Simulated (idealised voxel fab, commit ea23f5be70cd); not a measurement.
voxel air gaps: a process module
Section cut is 290 nm wide and gridded with 5 nm square cells.
Each cross-section below is a grid of square cells, stated as bands in top-down order, with one or more rows of cells making up each band.
What a band's entry tells you: where the top is and where the bottom is, as heights in nm, and after that what lies inside, material by material from left to right, each with its width in nm. Empty space is written as the word "air", and a single material marked with the word "all across" occupies the band from edge to edge.
Height reference: 0 = level under which incoming wafer is all one material. Lowest band: no bottom, runs on downward, e.g. "from 0 down".
You'd read "30..40" like this: the band's top row of cells is as wide as the first number, its bottom row is as wide as the second, and going down, every row changes width by the same amount as the row before did.
Key: "same as before" - step with no changed cell in the cross-section.
In the "Closed void roster" entry, you get each enclosed empty space of 8 cells or more, one with no open way to the top, written width x height at distance, distance from the left edge, in nm.
Note: text after step settings on the step line = simulator remark on that step.
Each step line may optionally specify "overlay nm", which for a step with a mask gives the rightward distance between the mask's planned place and where it lay, a negative value indicating the leftward direction.
Pairs from here to the end. Each: cross-section before one process step, cross-section after it, the latter only as far down as the lowest band that changed. Under each: the step between, and its settings. Mind that the pairs may be taken from different runs of this module on the same starting wafer; whether a pair continues from the pair above depends on its entry headed "Pre-step condition", and it does only where that entry says so.
Pre-step condition:
from 65 to 55  air: 80 / Ru: 35 / air: 5 / Ru: 35 / air: 5 / Ru: 35 / air: 95
from 55 to 20  air: 90 / TiN: 5 / Ru: 5 / TiN: 5 / air: 25 / TiN: 5 / Ru: 5 / TiN: 5 / air: 25 / TiN: 5 / Ru: 5 / TiN: 5 / air: 105
from 20 to 15  air: 90 / TiN: 15 / air: 25 / TiN: 15 / air: 25 / TiN: 15 / air: 105
from 15 to 10  SiCN all across
from 10 to 0  SiO2 all across
from 0 down  Si all across
Closed void roster: none
Result of Step:
from 70 to 65  air: 75 / SiCN: 125 / air: 90
from 65 to 55  air: 75 / SiCN: 5 / Ru: 35 / SiCN: 5 / Ru: 35 / SiCN: 5 / Ru: 35 / SiCN: 5 / air: 90
from 55 to 50  air: 75 / SiCN: 15 / TiN: 5 / Ru: 5 / TiN: 5 / SiCN: 25 / TiN: 5 / Ru: 5 / TiN: 5 / SiCN: 25 / TiN: 5 / Ru: 5 / TiN: 5 / SiCN: 15 / air: 90
from 50 to 20  air: 85 / SiCN: 5 / TiN: 5 / Ru: 5 / TiN: 5 / SiCN: 5 / air: 15 / SiCN: 5 / TiN: 5 / Ru: 5 / TiN: 5 / SiCN: 5 / air: 15 / SiCN: 5 / TiN: 5 / Ru: 5 / TiN: 5 / SiCN: 5 / air: 100
from 20 to 15  SiCN: 90 / TiN: 15 / SiCN: 25 / TiN: 15 / SiCN: 25 / TiN: 15 / SiCN: 105
Anything lower than 15 is untouched.
Closed void roster: 15 x 30 at 110; 15 x 30 at 150
Step between the cross-sections above: CONFORMAL_DEP [material SiCN] [thk nm 5]
Pre-step condition:
from 0 down  Si all across
Closed void roster: none
Result of Step:
from 10 to 0  Ru all across
Anything lower than 0 is untouched.
Closed void roster: none
Step between the cross-sections above: CONFORMAL_DEP [material Ru] [thk nm 10]
Pre-step condition: The cross-section prior to this step is the one presented after the step of the pair immediately above.
Result of Step:
from 15 to 10  SiCN all across
Anything lower than 10 is untouched.
Closed void roster: none
Step between the cross-sections above: CONFORMAL_DEP [material SiCN] [thk nm 5]
Pre-step condition: The cross-section prior to this step is the one presented after the step of the pair immediately above.
Result of Step:
from 55 to 15  lowk all across
Anything lower than 15 is untouched.
Closed void roster: none
Step between the cross-sections above: DIRECTIONAL_DEP [material lowk] [thk nm 40]
Pre-step condition: The cross-section prior to this step is the one presented after the step of the pair immediately above.
Result of Step:
from 70 to 55  resist: 95 / air: 15 / resist: 25 / air: 15 / resist: 25 / air: 15 / resist: 100
Anything lower than 55 is untouched.
Closed void roster: none
Step between the cross-sections above: PATTERN [tone open] [mask id LINES] [material resist] [width nm 15] [pitch nm 40] [thk nm 15] [overlay nm 0]
Pre-step condition: The cross-section prior to this step is the one presented after the step of the pair immediately above.
Result of Step:
from 70 to 55  resist: 95 / air: 15 / resist: 25 / air: 15 / resist: 25 / air: 15 / resist: 100
from 55 to 15  lowk: 95 / air: 15 / lowk: 25 / air: 15 / lowk: 25 / air: 15 / lowk: 100
Anything lower than 15 is untouched.
Closed void roster: none
Step between the cross-sections above: DIRECTIONAL_ETCH [etch materials lowk] [depth nm 40]
Pre-step condition: The cross-section prior to this step is the one presented after the step of the pair immediately above.
Result of Step:
from 55 to 15  lowk: 95 / air: 15 / lowk: 25 / air: 15 / lowk: 25 / air: 15 / lowk: 100
Anything lower than 15 is untouched.
Closed void roster: none
Step between the cross-sections above: STRIP [etch materials resist]
Pre-step condition: The cross-section prior to this step is the one presented after the step of the pair immediately above.
Result of Step:
from 60 to 55  TiN: 100 / air: 5 / TiN: 35 / air: 5 / TiN: 35 / air: 5 / TiN: 105
from 55 to 20  lowk: 95 / TiN: 5 / air: 5 / TiN: 5 / lowk: 25 / TiN: 5 / air: 5 / TiN: 5 / lowk: 25 / TiN: 5 / air: 5 / TiN: 5 / lowk: 100
from 20 to 15  lowk: 95 / TiN: 15 / lowk: 25 / TiN: 15 / lowk: 25 / TiN: 15 / lowk: 100
Anything lower than 15 is untouched.
Closed void roster: none
Step between the cross-sections above: CONFORMAL_DEP [material TiN] [thk nm 5]
Pre-step condition: The cross-section prior to this step is the one presented after the step of the pair immediately above.
Result of Step:
from 70 to 60  Ru all across
from 60 to 55  TiN: 100 / Ru: 5 / TiN: 35 / Ru: 5 / TiN: 35 / Ru: 5 / TiN: 105
from 55 to 20  lowk: 95 / TiN: 5 / Ru: 5 / TiN: 5 / lowk: 25 / TiN: 5 / Ru: 5 / TiN: 5 / lowk: 25 / TiN: 5 / Ru: 5 / TiN: 5 / lowk: 100
Anything lower than 20 is untouched.
Closed void roster: none
Step between the cross-sections above: FILL_DEP [material Ru] [thk nm 10]
Pre-step condition: The cross-section prior to this step is the one presented after the step of the pair immediately above.
Result of Step:
from 55 to 20  lowk: 95 / TiN: 5 / Ru: 5 / TiN: 5 / lowk: 25 / TiN: 5 / Ru: 5 / TiN: 5 / lowk: 25 / TiN: 5 / Ru: 5 / TiN: 5 / lowk: 100
Anything lower than 20 is untouched.
Closed void roster: none
Step between the cross-sections above: CMP [height nm 55]
Pre-step condition: The cross-section prior to this step is the one presented after the step of the pair immediately above.
Result of Step:
from 65 to 55  air: 85 / Ru: 35 / air: 5 / Ru: 35 / air: 5 / Ru: 35 / air: 90
Anything lower than 55 is untouched.
Closed void roster: none
Step between the cross-sections above: EPI [material Ru] [thk nm 10]
Pre-step condition: The cross-section prior to this step is the one presented after the step of the pair immediately above.
Result of Step:
from 65 to 55  air: 85 / Ru: 35 / air: 5 / Ru: 35 / air: 5 / Ru: 35 / air: 90
from 55 to 20  air: 95 / TiN: 5 / Ru: 5 / TiN: 5 / air: 25 / TiN: 5 / Ru: 5 / TiN: 5 / air: 25 / TiN: 5 / Ru: 5 / TiN: 5 / air: 100
from 20 to 15  air: 95 / TiN: 15 / air: 25 / TiN: 15 / air: 25 / TiN: 15 / air: 100
Anything lower than 15 is untouched.
Closed void roster: none
Step between the cross-sections above: SELECTIVE_ETCH [etch materials lowk] [depth nm 50]
Pre-step condition: The cross-section prior to this step is the one presented after the step of the pair immediately above.
Result of Step:
from 70 to 65  air: 80 / SiCN: 125 / air: 85
from 65 to 55  air: 80 / SiCN: 5 / Ru: 35 / SiCN: 5 / Ru: 35 / SiCN: 5 / Ru: 35 / SiCN: 5 / air: 85
from 55 to 50  air: 80 / SiCN: 15 / TiN: 5 / Ru: 5 / TiN: 5 / SiCN: 25 / TiN: 5 / Ru: 5 / TiN: 5 / SiCN: 25 / TiN: 5 / Ru: 5 / TiN: 5 / SiCN: 15 / air: 85
from 50 to 20  air: 90 / SiCN: 5 / TiN: 5 / Ru: 5 / TiN: 5 / SiCN: 5 / air: 15 / SiCN: 5 / TiN: 5 / Ru: 5 / TiN: 5 / SiCN: 5 / air: 15 / SiCN: 5 / TiN: 5 / Ru: 5 / TiN: 5 / SiCN: 5 / air: 95
from 20 to 15  SiCN: 95 / TiN: 15 / SiCN: 25 / TiN: 15 / SiCN: 25 / TiN: 15 / SiCN: 100
Anything lower than 15 is untouched.
Closed void roster: 15 x 30 at 115; 15 x 30 at 155
Step between the cross-sections above: CONFORMAL_DEP [material SiCN] [thk nm 5]
Pre-step condition:
from 55 to 15  lowk all across
from 15 to 10  SiCN all across
from 10 to 0  SiO2 all across
from 0 down  Si all across
Closed void roster: none
Result of Step:
from 70 to 55  air: 95 / resist: 15 / air: 25 / resist: 15 / air: 25 / resist: 15 / air: 100
Anything lower than 55 is untouched.
Closed void roster: none
Step between the cross-sections above: PATTERN [tone cover] [mask id LINES] [material resist] [width nm 15] [pitch nm 40] [thk nm 15] [overlay nm 0]
Pre-step condition: The cross-section prior to this step is the one presented after the step of the pair immediately above.
Result of Step:
from 70 to 55  air: 95 / resist: 15 / air: 25 / resist: 15 / air: 25 / resist: 15 / air: 100
from 55 to 15  air: 95 / lowk: 15 / air: 25 / lowk: 15 / air: 25 / lowk: 15 / air: 100
Anything lower than 15 is untouched.
Closed void roster: none
Step between the cross-sections above: DIRECTIONAL_ETCH [etch materials lowk] [depth nm 40]
Pre-step condition: The cross-section prior to this step is the one presented after the step of the pair immediately above.
Result of Step:
from 55 to 15  air: 95 / lowk: 15 / air: 25 / lowk: 15 / air: 25 / lowk: 15 / air: 100
Anything lower than 15 is untouched.
Closed void roster: none
Step between the cross-sections above: STRIP [etch materials resist]
Pre-step condition: The cross-section prior to this step is the one presented after the step of the pair immediately above.
Result of Step:
from 60 to 55  air: 90 / TiN: 25 / air: 15 / TiN: 25 / air: 15 / TiN: 25 / air: 95
from 55 to 20  air: 90 / TiN: 5 / lowk: 15 / TiN: 5 / air: 15 / TiN: 5 / lowk: 15 / TiN: 5 / air: 15 / TiN: 5 / lowk: 15 / TiN: 5 / air: 95
from 20 to 15  TiN: 95 / lowk: 15 / TiN: 25 / lowk: 15 / TiN: 25 / lowk: 15 / TiN: 100
Anything lower than 15 is untouched.
Closed void roster: none
Step between the cross-sections above: CONFORMAL_DEP [material TiN] [thk nm 5]
Pre-step condition: The cross-section prior to this step is the one presented after the step of the pair immediately above.
Result of Step:
from 70 to 60  Ru all across
from 60 to 55  Ru: 90 / TiN: 25 / Ru: 15 / TiN: 25 / Ru: 15 / TiN: 25 / Ru: 95
from 55 to 20  Ru: 90 / TiN: 5 / lowk: 15 / TiN: 5 / Ru: 15 / TiN: 5 / lowk: 15 / TiN: 5 / Ru: 15 / TiN: 5 / lowk: 15 / TiN: 5 / Ru: 95
Anything lower than 20 is untouched.
Closed void roster: none
Step between the cross-sections above: FILL_DEP [material Ru] [thk nm 10]
Pre-step condition: The cross-section prior to this step is the one presented after the step of the pair immediately above.
Result of Step:
from 55 to 20  Ru: 90 / TiN: 5 / lowk: 15 / TiN: 5 / Ru: 15 / TiN: 5 / lowk: 15 / TiN: 5 / Ru: 15 / TiN: 5 / lowk: 15 / TiN: 5 / Ru: 95
Anything lower than 20 is untouched.
Closed void roster: none
Step between the cross-sections above: CMP [height nm 55]
Pre-step condition: The cross-section prior to this step is the one presented after the step of the pair immediately above.
Result of Step:
from 65 to 55  Ru all across
Anything lower than 55 is untouched.
Closed void roster: none
Step between the cross-sections above: EPI [material Ru] [thk nm 10]
Pre-step condition: The cross-section prior to this step is the one presented after the step of the pair immediately above.
Result of Step:
from 70 to 65  SiCN all across
Anything lower than 65 is untouched.
Closed void roster: none
Step between the cross-sections above: CONFORMAL_DEP [material SiCN] [thk nm 5]
